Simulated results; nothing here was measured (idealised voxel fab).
Process module name: voxel capacitor over wiring
The cross-section shown here is cut; it is 145 nm wide and divided into square cells measuring 5 nm on a side.
In this document a cross-section is written as a grid of square cells. It is given as a series of bands, listed from the top down, and a band is one or more rows of cells. Heights first: top, then bottom, in nm. Then materials, left to right, each with a width in nm. "everywhere" on a single material: fills the band edge to edge. "empty": empty space. It should be noted that heights are counted from 0, beneath which the wafer as supplied is of one material throughout, and that the lowest band possesses no lower boundary but continues downward, as written in "0 nm and below". The width entry "30..40" should be interpreted row by row: the top row of cells in the band takes the first number, the bottom row takes the second number, and the change between adjacent rows is uniform throughout. "no change occurred" for a step: no cell of the cross-section changed in that step. Basically, "Entrapped voids" tells you about the enclosed voids: empty spaces with no open way to the top, 8 cells or bigger, each written width x height at distance, where distance is from the left edge, all in nm. It should be noted that, on the line of a given step, the content following the step's settings is a remark produced by the simulator itself with respect to that step. Steps that use a mask can have "overlay nm" on their line. It says how far the mask sat to the right of where it was meant to be. Negative means to the left.

This section lists the process steps that were planned
1) RECEIVE with material Si
2) CONFORMAL_DEP with material SiO2, thk nm 10
3) CONFORMAL_DEP with material SiN, thk nm 5
4) DIRECTIONAL_DEP with material SiO2, thk nm 15
5) PATTERN with tone open, mask id METAL_1, material resist, width nm 20, pitch nm 75, thk nm 15, overlay nm 0
6) DIRECTIONAL_ETCH with etch materials SiO2, depth nm 15
7) DIRECTIONAL_ETCH with etch materials SiN, depth nm 5
8) STRIP with etch materials resist
9) CONFORMAL_DEP with material TiN, thk nm 5
10) FILL_DEP with material Cu, thk nm 5
11) CMP with height nm 30
12) CONFORMAL_DEP with material SiCN, thk nm 5
13) DIRECTIONAL_DEP with material SiO2, thk nm 20
14) PATTERN with tone open, mask id PLUG_1, material resist, width nm 15, thk nm 15, overlay nm 0
15) DIRECTIONAL_ETCH with etch materials SiO2, depth nm 20
16) DIRECTIONAL_ETCH with etch materials SiCN, depth nm 5
17) STRIP with etch materials resist
18) CONFORMAL_DEP with material TiN, thk nm 5
19) FILL_DEP with material Cu, thk nm 10
20) CMP with height nm 55
21) DIRECTIONAL_DEP with material TiN, thk nm 5
22) DIRECTIONAL_DEP with material SiN, thk nm 5
23) DIRECTIONAL_DEP with material TiN, thk nm 5
24) PATTERN with tone cover, mask id UPPER_PLATE, material resist, width nm 60, thk nm 15, overlay nm 0
25) DIRECTIONAL_ETCH with etch materials TiN, depth nm 5
26) DIRECTIONAL_ETCH with etch materials SiN, depth nm 5
27) STRIP with etch materials resist
28) PATTERN with tone cover, mask id LOWER_PLATE, material resist, width nm 70, thk nm 20, overlay nm 0
29) DIRECTIONAL_ETCH with etch materials TiN, depth nm 5
30) STRIP with etch materials resist
31) FILL_DEP with material SiO2, thk nm 20
32) CMP with height nm 85
33) PATTERN with tone open, mask id PLUG_2, material resist, width nm 15, thk nm 15, overlay nm 0
34) DIRECTIONAL_ETCH with etch materials SiO2, depth nm 15
35) STRIP with etch materials resist
36) CONFORMAL_DEP with material TiN, thk nm 5
37) FILL_DEP with material Ru, thk nm 10
38) CMP with height nm 85
39) CONFORMAL_DEP with material SiN, thk nm 5

as received, after step 1
> 0 nm and below = Si everywhere
> Entrapped voids: none

First of two wafers, end-of-module section, run followed plan
> 90 nm to 85 nm = SiN everywhere
> 85 nm to 75 nm = SiO2=40, then TiN=5, then Ru=5, then TiN=5, then SiO2=90
> 75 nm to 65 nm = SiO2=40..30, then TiN=15..60, then SiO2=90..55
> 65 nm to 60 nm = SiO2=30, then SiN=60, then SiO2=55
> 60 nm to 55 nm = SiO2=25, then TiN=70, then SiO2=50
> 55 nm to 35 nm = SiO2=30, then TiN=5, then Cu=5, then TiN=5, then SiO2=100
> 35 nm to 30 nm = SiCN=30, then TiN=15, then SiCN=100
> 30 nm to 15 nm = SiO2=25, then TiN=5, then Cu=10, then TiN=5, then SiO2=55, then TiN=5, then Cu=10, then TiN=5, then SiO2=25
> 15 nm to 10 nm = SiN=25, then TiN=20, then SiN=55, then TiN=20, then SiN=25
> 10 nm to 0 nm = SiO2 everywhere
> 0 nm and below = Si everywhere
> Entrapped voids: none

second wafer at the end: like start, like plan, one mistake
> 105 nm to 100 nm = SiN everywhere
> 100 nm to 90 nm = Ru everywhere
> 90 nm to 85 nm = TiN=45, then Ru=5, then TiN=95
> 85 nm to 75 nm = SiO2=40, then TiN=5, then Ru=5, then TiN=5, then SiO2=90
> 75 nm to 65 nm = SiO2=40..30, then TiN=15..60, then SiO2=90..55
> 65 nm to 60 nm = SiO2=30, then SiN=60, then SiO2=55
> 60 nm to 55 nm = SiO2=25, then TiN=70, then SiO2=50
> 55 nm to 35 nm = SiO2=30, then TiN=5, then Cu=5, then TiN=5, then SiO2=100
> 35 nm to 30 nm = SiCN=30, then TiN=15, then SiCN=100
> 30 nm to 15 nm = SiO2=25, then TiN=5, then Cu=10, then TiN=5, then SiO2=55, then TiN=5, then Cu=10, then TiN=5, then SiO2=25
> 15 nm to 10 nm = SiN=25, then TiN=20, then SiN=55, then TiN=20, then SiN=25
> 10 nm to 0 nm = SiO2 everywhere
> 0 nm and below = Si everywhere
> Entrapped voids: none
Where did the run depart from the plan? plan step 38 never ran because it was skipped
In the final state, the cell counts of the second wafer exceed or fall short of those of the first for the following materials: Ru: 59 more | TiN: 28 more
